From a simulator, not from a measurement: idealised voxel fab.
The following process module bears the name voxel transistor to metal.
We display cut, a cross-section 300 nm in width whose square cells are each 5 nm.
Each cross-section below is a grid of square cells, stated as bands in top-down order, with one or more rows of cells making up each band. Band: top and bottom heights (nm) first, top before bottom; then materials from left to right, widths in nm. "throughout" marks a sole material filling the band edge to edge. "blank" denotes empty space. Height reference: 0 = level under which incoming wafer is all one material. Lowest band: no bottom, runs on downward, e.g. "0 down". Quick explanation for "30->40": the width changes in equal steps down the rows of cells, from the first number in the band's top row to the second number in its bottom row. A step reported as "stayed the same" is a step in which no cell of the cross-section changed. Closed-off voids of 8+ cells (no open route to the top) go in "Closed void table", written width x height at distance from the left edge, in nm. Where a step's line continues beyond its settings, the continuation is a remark by the simulator itself on that step. "overlay nm" on a masked step: distance the mask lay right of its planned place, negative for left.
Steps in the process plan
- 1: RECEIVE [material Si]
- 2: CONFORMAL_DEP [material SiO2] [thk nm 5]
- 3: CONFORMAL_DEP [material SiN] [thk nm 15]
- 4: MASKED_ETCH [tone cover] [mask id ACTIVE] [width nm 105] [pitch nm 125] [etch materials SiN] [depth nm 15] [overlay nm 0]
- 5: MASKED_ETCH [tone cover] [mask id ACTIVE] [width nm 105] [pitch nm 125] [etch materials SiO2] [depth nm 5] [overlay nm 0]
- 6: MASKED_ETCH [tone cover] [mask id ACTIVE] [width nm 105] [pitch nm 125] [etch materials Si] [depth nm 30] [overlay nm 0]
- 7: OXIDIZE [depth nm 5]
- 8: FILL_DEP [material SiO2] [thk nm 15]
- 9: CMP [height nm 20]
- 10: SELECTIVE_ETCH [etch materials SiO2] [depth nm 10]
- 11: STRIP [etch materials SiN]
- 12: SELECTIVE_ETCH [etch materials SiO2] [depth nm 5]
- 13: OXIDIZE [depth nm 5]
- 14: DIRECTIONAL_DEP [material polySi] [thk nm 30]
- 15: DIRECTIONAL_DEP [material SiCN] [thk nm 15]
- 16: DIRECTIONAL_DEP [material aC] [thk nm 10]
- 17: PATTERN [tone cover] [mask id GATE] [material resist] [width nm 25] [pitch nm 125] [thk nm 25] [overlay nm 0]
- 18: DIRECTIONAL_ETCH [etch materials aC] [depth nm 10]
- 19: STRIP [etch materials resist]
- 20: DIRECTIONAL_ETCH [etch materials SiCN] [depth nm 25]
- 21: DIRECTIONAL_ETCH [etch materials polySi] [depth nm 40]
- 22: STRIP [etch materials aC]
- 23: CONFORMAL_DEP [material SiN] [thk nm 5]
- 24: DIRECTIONAL_ETCH [etch materials SiN] [depth nm 5]
- 25: DIRECTIONAL_ETCH [etch materials SiO2] [depth nm 5]
- 26: DIRECTIONAL_ETCH [etch materials Si] [depth nm 15]
- 27: EPI [material pSi] [thk nm 20]
- 28: FILL_DEP [material SiO2] [thk nm 5]
- 29: CMP [height nm 30]
- 30: STRIP [etch materials polySi]
- 31: SELECTIVE_ETCH [etch materials SiO2] [depth nm 5]
- 32: CONFORMAL_DEP [material HfO2] [thk nm 5]
- 33: CONFORMAL_DEP [material TiN] [thk nm 5]
- 34: FILL_DEP [material W] [thk nm 5]
- 35: CMP [height nm 25]
- 36: DIRECTIONAL_DEP [material SiO2] [thk nm 10]
- 37: DIRECTIONAL_DEP [material aC] [thk nm 10]
- 38: PATTERN [tone open] [mask id CONTACT] [material resist] [width nm 20] [thk nm 25] [overlay nm 0]
- 39: DIRECTIONAL_ETCH [etch materials aC] [depth nm 10]
- 40: STRIP [etch materials resist]
- 41: DIRECTIONAL_ETCH [etch materials SiO2] [depth nm 35]
- 42: STRIP [etch materials aC]
- 43: CONFORMAL_DEP [material TiN] [thk nm 5]
- 44: FILL_DEP [material Ru] [thk nm 10]
- 45: CMP [height nm 35]
- 46: DIRECTIONAL_DEP [material TiN] [thk nm 5]
- 47: DIRECTIONAL_DEP [material Ru] [thk nm 15]
- 48: MASKED_ETCH [tone cover] [mask id METAL_1] [width nm 20] [etch materials Ru] [depth nm 15] [overlay nm 0]
- 49: MASKED_ETCH [tone cover] [mask id METAL_1] [width nm 20] [etch materials TiN] [depth nm 5] [overlay nm 0]
- 50: CONFORMAL_DEP [material SiN] [thk nm 5]
- 51: FILL_DEP [material SiO2] [thk nm 10]
- 52: CMP [height nm 55]
- 53: CONFORMAL_DEP [material SiCN] [thk nm 5]
- 54: DIRECTIONAL_DEP [material lowk] [thk nm 30]
- 55: DIRECTIONAL_DEP [material aC] [thk nm 10]
- 56: PATTERN [tone open] [mask id METAL_2_HOLES] [material resist] [width nm 15] [pitch nm 125] [thk nm 30] [overlay nm 0]
- 57: DIRECTIONAL_ETCH [etch materials aC] [depth nm 10]
- 58: STRIP [etch materials resist]
- 59: DIRECTIONAL_ETCH [etch materials lowk] [depth nm 30]
- 60: STRIP [etch materials aC]
- 61: PATTERN [tone open] [mask id METAL_2] [material resist] [width nm 20] [pitch nm 125] [thk nm 20] [overlay nm 0]
- 62: DIRECTIONAL_ETCH [etch materials lowk] [depth nm 15]
- 63: DIRECTIONAL_ETCH [etch materials SiCN] [depth nm 5]
- 64: STRIP [etch materials resist]
- 65: CONFORMAL_DEP [material TiN] [thk nm 5]
- 66: FILL_DEP [material Cu] [thk nm 10]
- 67: CMP [height nm 90]
- 68: CONFORMAL_DEP [material SiCN] [thk nm 5]
As received (post step 1): cross-section
0 down = Si throughout
Closed void table: none
End-of-module XS, first of two wafers, run as planned
95 to 90 = SiCN throughout
90 to 80 = lowk (40) / TiN (5) / Cu (10) / TiN (5) / lowk (105) / TiN (5) / Cu (10) / TiN (5) / lowk (115)
80 to 75 = lowk (40) / TiN (5) / Cu (5) / TiN (10) / lowk (105) / TiN (5) / Cu (5) / TiN (10) / lowk (115)
75 to 60 = lowk (40) / TiN (5) / Cu (5) / TiN (5) / lowk (110) / TiN (5) / Cu (5) / TiN (5) / lowk (120)
60 to 55 = SiCN (40) / TiN (15) / SiCN (110) / TiN (15) / SiCN (120)
55 to 40 = SiO2 (35) / SiN (5) / Ru (20) / SiN (5) / SiO2 (45) / SiN (5) / Ru (20) / SiN (5) / SiO2 (20) / SiN (5) / Ru (20) / SiN (5) / SiO2 (45) / SiN (5) / Ru (20) / SiN (5) / SiO2 (35)
40 to 35 = SiN (40) / TiN (20) / SiN (55) / TiN (20) / SiN (30) / TiN (20) / SiN (55) / TiN (20) / SiN (40)
35 to 25 = SiO2 (40) / TiN (5) / Ru (10) / TiN (5) / SiO2 (55) / TiN (5) / Ru (10) / TiN (5) / SiO2 (30) / TiN (5) / Ru (10) / TiN (5) / SiO2 (55) / TiN (5) / Ru (10) / TiN (5) / SiO2 (40)
25 to 20 = SiO2 (40) / TiN (5) / Ru (10) / TiN (5) / SiO2 (10) / SiN (5) / HfO2 (5) / TiN (5) / W (5) / TiN (5) / HfO2 (5) / SiN (5) / SiO2 (10) / TiN (5) / Ru (10) / TiN (5) / SiO2 (30) / TiN (5) / Ru (10) / TiN (5) / SiO2 (10) / SiN (5) / HfO2 (5) / TiN (5) / W (5) / TiN (5) / HfO2 (5) / SiN (5) / SiO2 (10) / TiN (5) / Ru (10) / TiN (5) / SiO2 (40)
20 to 15 = SiO2 (40) / TiN (20) / SiO2 (10) / SiN (5) / HfO2 (5) / TiN (5) / W (5) / TiN (5) / HfO2 (5) / SiN (5) / SiO2 (10) / TiN (20) / SiO2 (30) / TiN (20) / SiO2 (10) / SiN (5) / HfO2 (5) / TiN (5) / W (5) / TiN (5) / HfO2 (5) / SiN (5) / SiO2 (10) / TiN (20) / SiO2 (40)
15 to 5 = SiO2 (40) / TiN (10) / pSi (20) / SiN (5) / HfO2 (5) / TiN (5) / W (5) / TiN (5) / HfO2 (5) / SiN (5) / pSi (20) / TiN (10) / SiO2 (30) / TiN (10) / pSi (20) / SiN (5) / HfO2 (5) / TiN (5) / W (5) / TiN (5) / HfO2 (5) / SiN (5) / pSi (20) / TiN (10) / SiO2 (40)
5 to 0 = SiO2 (30) / SiN (5) / SiO2 (5) / TiN (10) / pSi (20) / SiN (5) / HfO2 (5) / TiN (15) / HfO2 (5) / SiN (5) / pSi (20) / TiN (10) / SiO2 (5) / SiN (5) / SiO2 (10) / SiN (5) / SiO2 (5) / TiN (10) / pSi (20) / SiN (5) / HfO2 (5) / TiN (15) / HfO2 (5) / SiN (5) / pSi (20) / TiN (10) / SiO2 (5) / SiN (5) / SiO2 (30)
0 to -5 = SiO2 (35) / pSi (35) / HfO2 (35) / pSi (35) / SiO2 (20) / pSi (35) / HfO2 (35) / pSi (35) / SiO2 (35)
-5 to -20 = SiO2 (40) / pSi (30) / Si (35) / pSi (30) / SiO2 (30) / pSi (30) / Si (35) / pSi (30) / SiO2 (40)
-20 to -35 = SiO2 (40) / Si (95) / SiO2 (30) / Si (95) / SiO2 (40)
-35 down = Si throughout
Closed void table: none
So this is wafer number two of the two, cut at the end of the module - it started where the first did and had the same plan, we just got one thing wrong running it
95 to 90 = SiCN throughout
90 to 80 = lowk (40) / TiN (5) / Cu (10) / TiN (5) / lowk (105) / TiN (5) / Cu (10) / TiN (5) / lowk (115)
80 to 75 = lowk (40) / TiN (5) / Cu (5) / TiN (10) / lowk (105) / TiN (5) / Cu (5) / TiN (10) / lowk (115)
75 to 60 = lowk (40) / TiN (5) / Cu (5) / TiN (5) / lowk (110) / TiN (5) / Cu (5) / TiN (5) / lowk (120)
60 to 55 = SiCN (40) / TiN (15) / SiCN (110) / TiN (15) / SiCN (120)
55 to 40 = SiO2 (35) / SiN (5) / Ru (20) / SiN (5) / SiO2 (45) / SiN (5) / Ru (20) / SiN (5) / SiO2 (20) / SiN (5) / Ru (20) / SiN (5) / SiO2 (45) / SiN (5) / Ru (20) / SiN (5) / SiO2 (35)
40 to 35 = SiN (40) / TiN (20) / SiN (55) / TiN (20) / SiN (30) / TiN (20) / SiN (55) / TiN (20) / SiN (40)
35 to 30 = SiO2 (40) / TiN (5) / Ru (10) / TiN (5) / SiO2 (55) / TiN (5) / Ru (10) / TiN (5) / SiO2 (30) / TiN (5) / Ru (10) / TiN (5) / SiO2 (55) / TiN (5) / Ru (10) / TiN (5) / SiO2 (40)
30 to 25 = SiO2 (40) / TiN (20) / SiO2 (55) / TiN (20) / SiO2 (30) / TiN (20) / SiO2 (55) / TiN (20) / SiO2 (40)
25 to 20 = SiO2 (30) / pSi (40) / SiN (5) / HfO2 (5) / TiN (5) / W (5) / TiN (5) / HfO2 (5) / SiN (5) / pSi (40) / SiO2 (10) / pSi (40) / SiN (5) / HfO2 (5) / TiN (5) / W (5) / TiN (5) / HfO2 (5) / SiN (5) / pSi (40) / SiO2 (30)
20 to 5 = SiO2 (20) / pSi (50) / SiN (5) / HfO2 (5) / TiN (5) / W (5) / TiN (5) / HfO2 (5) / SiN (5) / pSi (90) / SiN (5) / HfO2 (5) / TiN (5) / W (5) / TiN (5) / HfO2 (5) / SiN (5) / pSi (50) / SiO2 (20)
5 to 0 = SiO2 (20) / pSi (10) / SiN (5) / pSi (35) / SiN (5) / HfO2 (5) / TiN (15) / HfO2 (5) / SiN (5) / pSi (35) / SiN (5) / pSi (10) / SiN (5) / pSi (35) / SiN (5) / HfO2 (5) / TiN (15) / HfO2 (5) / SiN (5) / pSi (35) / SiN (5) / pSi (10) / SiO2 (20)
0 to -5 = SiO2 (35) / pSi (35) / HfO2 (35) / pSi (35) / SiO2 (20) / pSi (35) / HfO2 (35) / pSi (35) / SiO2 (35)
-5 to -20 = SiO2 (40) / pSi (30) / Si (35) / pSi (30) / SiO2 (30) / pSi (30) / Si (35) / pSi (30) / SiO2 (40)
-20 to -35 = SiO2 (40) / Si (95) / SiO2 (30) / Si (95) / SiO2 (40)
-35 down = Si throughout
Closed void table: none
Run error: twice, step 27 of the plan was run
At the finish, the second wafer shows more or fewer cells for some materials than the first does: -16 Ru, -76 SiO2, -40 TiN, +132 pSi
